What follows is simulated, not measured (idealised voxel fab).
This section sets out a process module, namely voxel self aligned vias.
Displayed cross-section: cut, width of 200 nm, square cells sized 5 nm.
When this document writes out a cross-section, it uses a grid of square cells and lists it as bands, beginning at the top and moving down, with a band standing for one or more rows of cells.
Basically the band line says how high the top is and how high the bottom is, in nm, and then what's in it from left to right, every material with its width in nm. Empty space shows up as "blank", and if a single material carries "all across" it runs the full band edge to edge.
The reference from which all heights are counted is 0, the level beneath which the as-received wafer is entirely one material; the lowest band, having no lower bound, proceeds downward and is written after the example "from 0 down".
Quick explanation for "30->40": the width changes in equal steps down the rows of cells, from the first number in the band's top row to the second number in its bottom row.
What does "nothing was modified" mean for a step? It means no cell of the cross-section changed in that step.
Enclosed voids (no open way to top), threshold 8 cells or more, entry "Trapped void list", notation width x height at distance, distance from left edge, nm.
If you see something after the settings on a step's line, that's the simulator's own remark about that step.
A step line may carry the setting "overlay nm", which, for steps involving a mask, states the distance by which the mask lay to the right of its intended position; negative values denote displacement to the left.

The process steps that were planned are listed below:
1,RECEIVE with material Si
2,CONFORMAL_DEP with material SiO2, thk nm 15
3,CONFORMAL_DEP with material SiCN, thk nm 5
4,DIRECTIONAL_DEP with material lowk, thk nm 20
5,PATTERN with tone open, mask id LINES, material resist, width nm 20, pitch nm 45, thk nm 20, overlay nm 0
6,DIRECTIONAL_ETCH with etch materials lowk, depth nm 20
7,STRIP with etch materials resist
8,CONFORMAL_DEP with material TiN, thk nm 5
9,FILL_DEP with material Ru, thk nm 10
10,CMP with height nm 40
11,SELECTIVE_ETCH with etch materials W Ru TiN, depth nm 10
12,FILL_DEP with material SiN, thk nm 10
13,CMP with height nm 40
14,DIRECTIONAL_DEP with material lowk, thk nm 15
15,MASKED_ETCH with tone open, mask id VIAS, width nm 30, pitch nm 90, etch materials lowk, depth nm 15, overlay nm 0
16,MASKED_ETCH with tone open, mask id VIAS, width nm 30, pitch nm 90, etch materials SiN, depth nm 10, overlay nm 0
17,CONFORMAL_DEP with material TiN, thk nm 5
18,FILL_DEP with material Ru, thk nm 5
19,CMP with height nm 55
20,CONFORMAL_DEP with material SiN, thk nm 5

Cross-section of the wafer as it came to us, i.e., already through step 1:
from 0 down | Si all across
Trapped void list: none

End state of the module in cross-section, given the above starting point and plan and one mistake in execution:
from 60 to 55 | SiN all across
from 55 to 40 | lowk 40 nm | TiN 5 nm | Ru 20 nm | TiN 5 nm | lowk 60 nm | TiN 5 nm | Ru 20 nm | TiN 5 nm | lowk 40 nm
from 40 to 35 | lowk 40 nm | TiN 5 nm | Ru 20 nm | TiN 5 nm | lowk 20 nm | SiN 20 nm | lowk 20 nm | TiN 5 nm | Ru 20 nm | TiN 5 nm | lowk 40 nm
from 35 to 30 | lowk 40 nm | TiN 30 nm | lowk 20 nm | SiN 20 nm | lowk 20 nm | TiN 30 nm | lowk 40 nm
from 30 to 25 | lowk 45 nm | TiN 5 nm | Ru 10 nm | TiN 5 nm | lowk 25 nm | TiN 5 nm | Ru 10 nm | TiN 5 nm | lowk 25 nm | TiN 5 nm | Ru 10 nm | TiN 5 nm | lowk 45 nm
from 25 to 20 | lowk 45 nm | TiN 20 nm | lowk 25 nm | TiN 20 nm | lowk 25 nm | TiN 20 nm | lowk 45 nm
from 20 to 15 | SiCN all across
from 15 to 0 | SiO2 all across
from 0 down | Si all across
Trapped void list: none
Finding, execution versus plan: step 15 off recipe, ran as MASKED_ETCH with tone open, mask id VIAS, width nm 30, pitch nm 90, etch materials lowk, depth nm 25, overlay nm 0
